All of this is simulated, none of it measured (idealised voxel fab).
process module | voxel double patterning
cross-section cut | 265 nm wide | cells 5 nm
A cross-section is a grid of square cells, given in bands from the top down. A band is one or more rows of cells.
Each band's line starts with the height of the band's top and of its bottom, in nm. Then come its materials from left to right, each with its width in nm. One material with "throughout" fills the band from edge to edge. "air" is empty space.
Height 0 is the level under which the wafer as received is all one material. The lowest band goes on downwards, as in "0 down".
A width such as "30 to 40" changes by the same amount from each row of cells to the next, from the band's top row to its bottom row.
"no change" after a step means that no cell of the cross-section changed.
closed voids: empty space of 8 cells or more with no open way to the top, each as width x height at its distance from the left edge, in nm
after a step's settings: what the simulator itself notes on the step
overlay nm, on a step with a mask: how far to the right of its planned place the mask lay; to the left if negative
plan
1 op RECEIVE | material Si
2 op CONFORMAL_DEP | material SiO2 | thk nm 5
3 op DIRECTIONAL_DEP | material W | thk nm 20
4 op DIRECTIONAL_DEP | material SiCN | thk nm 10
5 op PATTERN | tone open | mask id FIRST | material resist | width nm 15 | pitch nm 50 | thk nm 15 | overlay nm 0
6 op DIRECTIONAL_ETCH | etch materials SiCN | depth nm 10
7 op STRIP | etch materials resist
8 op PATTERN | tone open | mask id SECOND | material resist | width nm 15 | thk nm 15 | overlay nm 0
9 op DIRECTIONAL_ETCH | etch materials SiCN | depth nm 10
10 op STRIP | etch materials resist
11 op DIRECTIONAL_ETCH | etch materials W | depth nm 20
12 op STRIP | etch materials SiCN
first wafer, as planned
as received, after step 1
  0 down: Si throughout
  closed voids: none
after step 2
  5 to 0: SiO2 throughout
  below 0: unchanged
after step 3
  25 to 5: W throughout
  below 5: unchanged
after step 4
  35 to 25: SiCN throughout
  below 25: unchanged
after step 5
  50 to 35: resist 100 | air 15 | resist 35 | air 15 | resist 100
  below 35: unchanged
after step 6
  50 to 35: resist 100 | air 15 | resist 35 | air 15 | resist 100
  35 to 25: SiCN 100 | air 15 | SiCN 35 | air 15 | SiCN 100
  below 25: unchanged
after step 7
  35 to 25: SiCN 100 | air 15 | SiCN 35 | air 15 | SiCN 100
  below 25: unchanged
after step 8
  50 to 35: resist 125 | air 15 | resist 125
  35 to 25: SiCN 100 | resist 15 | SiCN 35 | resist 15 | SiCN 100
  below 25: unchanged
after step 9
  50 to 35: resist 125 | air 15 | resist 125
  35 to 25: SiCN 100 | resist 15 | SiCN 10 | air 15 | SiCN 10 | resist 15 | SiCN 100
  below 25: unchanged
after step 10
  35 to 25: SiCN 100 | air 15 | SiCN 10 | air 15 | SiCN 10 | air 15 | SiCN 100
  below 25: unchanged
after step 11
  35 to 25: SiCN 100 | air 15 | SiCN 10 | air 15 | SiCN 10 | air 15 | SiCN 100
  25 to 5: W 100 | air 15 | W 10 | air 15 | W 10 | air 15 | W 100
  below 5: unchanged
after step 12
  25 to 5: W 100 | air 15 | W 10 | air 15 | W 10 | air 15 | W 100
  below 5: unchanged
second wafer: like start, like plan, one mistake. Through step 4 it matches the first wafer
when step 5 should have ended
  50 to 35: resist 95 | air 15 | resist 35 | air 15 | resist 105
  below 35: unchanged
when step 6 should have ended
  50 to 35: resist 95 | air 15 | resist 35 | air 15 | resist 105
  35 to 25: SiCN 95 | air 15 | SiCN 35 | air 15 | SiCN 105
  below 25: unchanged
when step 7 should have ended
  35 to 25: SiCN 95 | air 15 | SiCN 35 | air 15 | SiCN 105
  below 25: unchanged
when step 8 should have ended
  50 to 35: resist 125 | air 15 | resist 125
  35 to 25: SiCN 95 | resist 15 | SiCN 35 | resist 15 | SiCN 105
  below 25: unchanged
when step 9 should have ended
  50 to 35: resist 125 | air 15 | resist 125
  35 to 25: SiCN 95 | resist 15 | SiCN 15 | air 15 | SiCN 5 | resist 15 | SiCN 105
  below 25: unchanged
when step 10 should have ended
  35 to 25: SiCN 95 | air 15 | SiCN 15 | air 15 | SiCN 5 | air 15 | SiCN 105
  below 25: unchanged
when step 11 should have ended
  35 to 25: SiCN 95 | air 15 | SiCN 15 | air 15 | SiCN 5 | air 15 | SiCN 105
  25 to 5: W 95 | air 15 | W 15 | air 15 | W 5 | air 15 | W 105
  below 5: unchanged
when step 12 should have ended
  25 to 5: W 95 | air 15 | W 15 | air 15 | W 5 | air 15 | W 105
  below 5: unchanged
what went wrong: step 5 ran as: op PATTERN | tone open | mask id FIRST | material resist | width nm 15 | pitch nm 50 | thk nm 15 | overlay nm -5
at the end the second wafer has, in cells: as many of each material as the first, in other places
